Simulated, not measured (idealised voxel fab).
The following is a process module called voxel local oxidation.
It is cross-section cut that appears here, measuring 265 nm in width, its square cells being 5 nm in size.
Cross-section spec: square-cell grid; bands listed top down; each band is one or more rows. Top height, bottom height, nm. Materials left to right, width each, nm. Single material + "edge to edge" = fills band edge to edge. "blank" = empty. Note: height 0 marks the level under which the wafer is uniformly one material as received. Lowest band unbounded below, written "0 nm and below". When a width is written as two numbers, as in "30..40", the first number is the width in the top row of cells of the band and the second is the width in its bottom row, and the width changes by the same amount from each row to the next. "no modification" means the step left every cell of the cross-section as it was. The entry "Entrapped void list" lists the empty spaces that cover at least 8 cells and have no open path to the top. Each is written as width x height at distance, where the distance is measured from the left edge and all three values are in nm. Whatever follows a step's settings on its line is a remark the simulator itself makes about that step. overlay nm: how far to the right of its planned place the mask lay on this masked step (negative: to the left).
Planned process steps:
step 1: RECEIVE [material Si]
step 2: CONFORMAL_DEP [material SiO2] [thk nm 5]
step 3: CONFORMAL_DEP [material SiN] [thk nm 15]
step 4: DIRECTIONAL_DEP [material aC] [thk nm 15]
step 5: PATTERN [tone cover] [mask id ACTIVE] [material resist] [width nm 115] [thk nm 35] [overlay nm 0]
step 6: DIRECTIONAL_ETCH [etch materials aC] [depth nm 15]
step 7: STRIP [etch materials resist]
step 8: DIRECTIONAL_ETCH [etch materials SiN] [depth nm 15]
step 9: STRIP [etch materials aC]
step 10: SELECTIVE_ETCH [etch materials SiO2] [depth nm 5]
step 11: OXIDIZE [depth nm 10]
step 12: STRIP [etch materials SiN]
Incoming wafer, cross-sectional view, post step 1:
    0 nm and below | Si edge to edge
    Entrapped void list: none
Wafer at module end, in section. Began as above, planned as above, run with one mistake:
    0 nm to -10 nm | SiO2 (85), Si (95), SiO2 (85)
    -10 nm and below | Si edge to edge
    Entrapped void list: none
Plan not followed: step 2 of the plan did not run at all; it was left out
